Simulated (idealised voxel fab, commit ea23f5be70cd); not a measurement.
process module | voxel ribs on slabs
cross-section cut | 275 nm wide | cells 5 nm
A cross-section is a grid of square cells, given in bands from the top down. A band is one or more rows of cells.
Each band's line starts with the height of the band's top and of its bottom, in nm. Then come its materials from left to right, each with its width in nm. One material with "throughout" fills the band from edge to edge. "air" is empty space.
Height 0 is the level under which the wafer as received is all one material. The lowest band goes on downwards, as in "0 down".
A width such as "30 to 40" changes by the same amount from each row of cells to the next, from the band's top row to its bottom row.
"no change" after a step means that no cell of the cross-section changed.
closed voids: empty space of 8 cells or more with no open way to the top, each as width x height at its distance from the left edge, in nm
after a step's settings: what the simulator itself notes on the step
overlay nm, on a step with a mask: how far to the right of its planned place the mask lay; to the left if negative
plan
1 op RECEIVE | material Si
2 op DIRECTIONAL_DEP | material SiO2 | thk nm 20
3 op DIRECTIONAL_DEP | material polySi | thk nm 15
4 op DIRECTIONAL_DEP | material aC | thk nm 15
5 op PATTERN | tone cover | mask id RIB | material resist | width nm 15 | thk nm 30 | overlay nm 0
6 op DIRECTIONAL_ETCH | etch materials aC | depth nm 15
7 op STRIP | etch materials resist
8 op DIRECTIONAL_ETCH | etch materials polySi | depth nm 10
9 op STRIP | etch materials aC
10 op MASKED_ETCH | tone cover | mask id SLAB | width nm 75 | etch materials polySi | depth nm 5 | overlay nm 0
11 op FILL_DEP | material SiO2 | thk nm 15
12 op CMP | height nm 45
13 op DIRECTIONAL_DEP | material W | thk nm 10
14 op MASKED_ETCH | tone cover | mask id HEATER | width nm 25 | etch materials W | depth nm 10 | overlay nm 0
15 op CONFORMAL_DEP | material SiO2 | thk nm 5
as received, after step 1
  0 down: Si throughout
  closed voids: none
a wafer at the end: this start, this plan, one mistake
  60 to 55: air 120 | SiO2 35 | air 120
  55 to 50: air 120 | SiO2 5 | W 25 | SiO2 5 | air 120
  50 to 45: SiO2 125 | W 25 | SiO2 125
  45 to 15: SiO2 throughout
  15 to 0: polySi throughout
  0 down: Si throughout
  closed voids: none
what went wrong: steps 2 and 3 were swapped
